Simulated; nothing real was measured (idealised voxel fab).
process module | voxel ribs on slabs
cross-section cut | 160 nm wide | cells 5 nm
A cross-section is a grid of square cells, given in bands from the top down. A band is one or more rows of cells.
Each band's line starts with the height of the band's top and of its bottom, in nm. Then come its materials from left to right, each with its width in nm. One material with "throughout" fills the band from edge to edge. "air" is empty space.
Height 0 is the level under which the wafer as received is all one material. The lowest band goes on downwards, as in "0 down".
A width such as "30 to 40" changes by the same amount from each row of cells to the next, from the band's top row to its bottom row.
"no change" after a step means that no cell of the cross-section changed.
closed voids: empty space of 8 cells or more with no open way to the top, each as width x height at its distance from the left edge, in nm
after a step's settings: what the simulator itself notes on the step
overlay nm, on a step with a mask: how far to the right of its planned place the mask lay; to the left if negative
plan
1 op RECEIVE | material Si
2 op DIRECTIONAL_DEP | material SiO2 | thk nm 20
3 op DIRECTIONAL_DEP | material polySi | thk nm 15
4 op PATTERN | tone cover | mask id RIB | material resist | width nm 20 | thk nm 15 | overlay nm 0
5 op DIRECTIONAL_ETCH | etch materials polySi | depth nm 5
6 op STRIP | etch materials resist
7 op PATTERN | tone cover | mask id SLAB | material resist | width nm 60 | thk nm 20 | overlay nm 0
8 op DIRECTIONAL_ETCH | etch materials polySi | depth nm 10
9 op STRIP | etch materials resist
10 op FILL_DEP | material SiO2 | thk nm 25
11 op CMP | height nm 50
12 op DIRECTIONAL_DEP | material TiN | thk nm 5
13 op PATTERN | tone cover | mask id HEATER | material resist | width nm 30 | thk nm 15 | overlay nm 0
14 op DIRECTIONAL_ETCH | etch materials TiN | depth nm 5
15 op STRIP | etch materials resist
16 op CONFORMAL_DEP | material SiO2 | thk nm 10
as received, after step 1
  0 down: Si throughout
  closed voids: none
first wafer at the end, as planned
  65 to 60: air 55 | SiO2 50 | air 55
  60 to 55: SiO2 throughout
  55 to 50: SiO2 65 | TiN 30 | SiO2 65
  50 to 35: SiO2 throughout
  35 to 30: SiO2 70 | polySi 20 | SiO2 70
  30 to 20: SiO2 50 | polySi 60 | SiO2 50
  20 to 0: SiO2 throughout
  0 down: Si throughout
  closed voids: none
second wafer at the end: like start, like plan, one mistake
  55 to 50: air 65 | TiN 30 | air 65
  50 to 35: SiO2 throughout
  35 to 30: SiO2 70 | polySi 20 | SiO2 70
  30 to 20: SiO2 50 | polySi 60 | SiO2 50
  20 to 0: SiO2 throughout
  0 down: Si throughout
  closed voids: none
what went wrong: step 16 was left out
at the end the second wafer has, in cells: 68 fewer of SiO2
